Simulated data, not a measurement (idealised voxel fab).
The following process module bears the name voxel transistor to metal.
Square cell edge 5 nm, section width 170 nm, ID cut.
This document writes a cross-section as a grid whose cells are square, and gives it as bands, listed from the top down; one or more rows of cells form a band.
The entry gives the band's vertical extent as a top height and a bottom height in nm, then its horizontal make-up as materials from left to right, each with a width in nm. "empty" stands for empty space; a single material marked "edge to edge" fills the band edge to edge.
We count height from 0. Below that, the starting wafer is all one material. The lowest band never ends at the bottom but goes on down; see "0 nm and below" for how that is written.
The expression "30->40" gives the width at the extremes of the band, the first number at its top row of cells and the second at its bottom row, with the width changing by equal amounts from each row to the next in between.
It should be understood that the words "nothing was modified", when stated for a given step, signify that the cross-section underwent no change in any of its cells during that step.
"Enclosed internal voids" lists enclosed empty spaces (at least 8 cells, no open path upward to the top), each as width x height at distance from the left edge, in nm.
Past the settings on a step's line: simulator remark, on that step.
"overlay nm" denotes, for a step that has a mask, the displacement of the mask to the right of its planned place, with negative values corresponding to the left.
-- Planned step list for the process
1. op RECEIVE | material Si
2. op CONFORMAL_DEP | material SiO2 | thk nm 5
3. op CONFORMAL_DEP | material SiN | thk nm 15
4. op MASKED_ETCH | tone cover | mask id ACTIVE | width nm 125 | etch materials SiN | depth nm 15 | overlay nm 0
5. op MASKED_ETCH | tone cover | mask id ACTIVE | width nm 125 | etch materials SiO2 | depth nm 5 | overlay nm 0
6. op MASKED_ETCH | tone cover | mask id ACTIVE | width nm 125 | etch materials Si | depth nm 35 | overlay nm 0
7. op FILL_DEP | material SiO2 | thk nm 10
8. op CMP | height nm 20
9. op SELECTIVE_ETCH | etch materials SiO2 | depth nm 10
10. op STRIP | etch materials SiN
11. op SELECTIVE_ETCH | etch materials SiO2 | depth nm 5
12. op OXIDIZE | depth nm 5
13. op DIRECTIONAL_DEP | material polySi | thk nm 20
14. op DIRECTIONAL_DEP | material SiCN | thk nm 10
15. op PATTERN | tone cover | mask id GATE | material resist | width nm 25 | thk nm 20 | overlay nm 0
16. op DIRECTIONAL_ETCH | etch materials SiCN | depth nm 20
17. op DIRECTIONAL_ETCH | etch materials polySi | depth nm 30
18. op STRIP | etch materials resist
19. op CONFORMAL_DEP | material SiO2 | thk nm 5
20. op DIRECTIONAL_ETCH | etch materials SiO2 | depth nm 5
21. op CONFORMAL_DEP | material SiN | thk nm 10
22. op DIRECTIONAL_ETCH | etch materials SiN | depth nm 10
23. op DIRECTIONAL_ETCH | etch materials SiO2 | depth nm 5
24. op DIRECTIONAL_ETCH | etch materials Si | depth nm 10
25. op EPI | material pSi | thk nm 15
26. op FILL_DEP | material SiO2 | thk nm 5
27. op CMP | height nm 30
28. op DIRECTIONAL_DEP | material SiO2 | thk nm 10
29. op MASKED_ETCH | tone open | mask id CONTACT | width nm 35 | pitch nm 70 | etch materials SiO2 | depth nm 30 | overlay nm 0
30. op CONFORMAL_DEP | material TiN | thk nm 5
31. op FILL_DEP | material W | thk nm 5
32. op CMP | height nm 40
33. op CONFORMAL_DEP | material SiCN | thk nm 5
34. op DIRECTIONAL_DEP | material SiO2 | thk nm 20
35. op DIRECTIONAL_DEP | material aC | thk nm 10
36. op PATTERN | tone open | mask id METAL_1 | material resist | width nm 20 | pitch nm 85 | thk nm 25 | overlay nm -15
37. op DIRECTIONAL_ETCH | etch materials aC | depth nm 10
38. op STRIP | etch materials resist
39. op DIRECTIONAL_ETCH | etch materials SiO2 | depth nm 20
40. op DIRECTIONAL_ETCH | etch materials SiCN | depth nm 5
41. op STRIP | etch materials aC
42. op CONFORMAL_DEP | material TiN | thk nm 5
43. op FILL_DEP | material Cu | thk nm 10
44. op CMP | height nm 65
45. op CONFORMAL_DEP | material SiCN | thk nm 5
All wafers enter the flow in the same state. The overlay nm at step 36 differs from wafer to wafer, and the plan gives the value for the first wafer.
-- As received, i.e. after step 1: cross-section through the first of several wafers
    0 nm and below | Si edge to edge
    Enclosed internal voids: none
-- Per wafer (row), end of module: delta in cells per material since receipt, (+) for gained, (-) for lost; closed voids after that
overlay nm -15, +16 Cu, -108 Si, +70 SiCN, +28 SiN, +306 SiO2, +58 TiN, +34 W, +52 pSi, +20 polySi, Enclosed internal voids: none
overlay nm -10, +16 Cu, -108 Si, +70 SiCN, +28 SiN, +306 SiO2, +58 TiN, +34 W, +52 pSi, +20 polySi, Enclosed internal voids: none
overlay nm -5, +16 Cu, -108 Si, +70 SiCN, +28 SiN, +306 SiO2, +58 TiN, +34 W, +52 pSi, +20 polySi, Enclosed internal voids: none
overlay nm 0, +16 Cu, -108 Si, +70 SiCN, +28 SiN, +306 SiO2, +58 TiN, +34 W, +52 pSi, +20 polySi, Enclosed internal voids: none
overlay nm 5, +16 Cu, -108 Si, +70 SiCN, +28 SiN, +306 SiO2, +58 TiN, +34 W, +52 pSi, +20 polySi, Enclosed internal voids: none
overlay nm 10, +16 Cu, -108 Si, +70 SiCN, +28 SiN, +306 SiO2, +58 TiN, +34 W, +52 pSi, +20 polySi, Enclosed internal voids: none
overlay nm 15, +16 Cu, -108 Si, +70 SiCN, +28 SiN, +306 SiO2, +58 TiN, +34 W, +52 pSi, +20 polySi, Enclosed internal voids: none
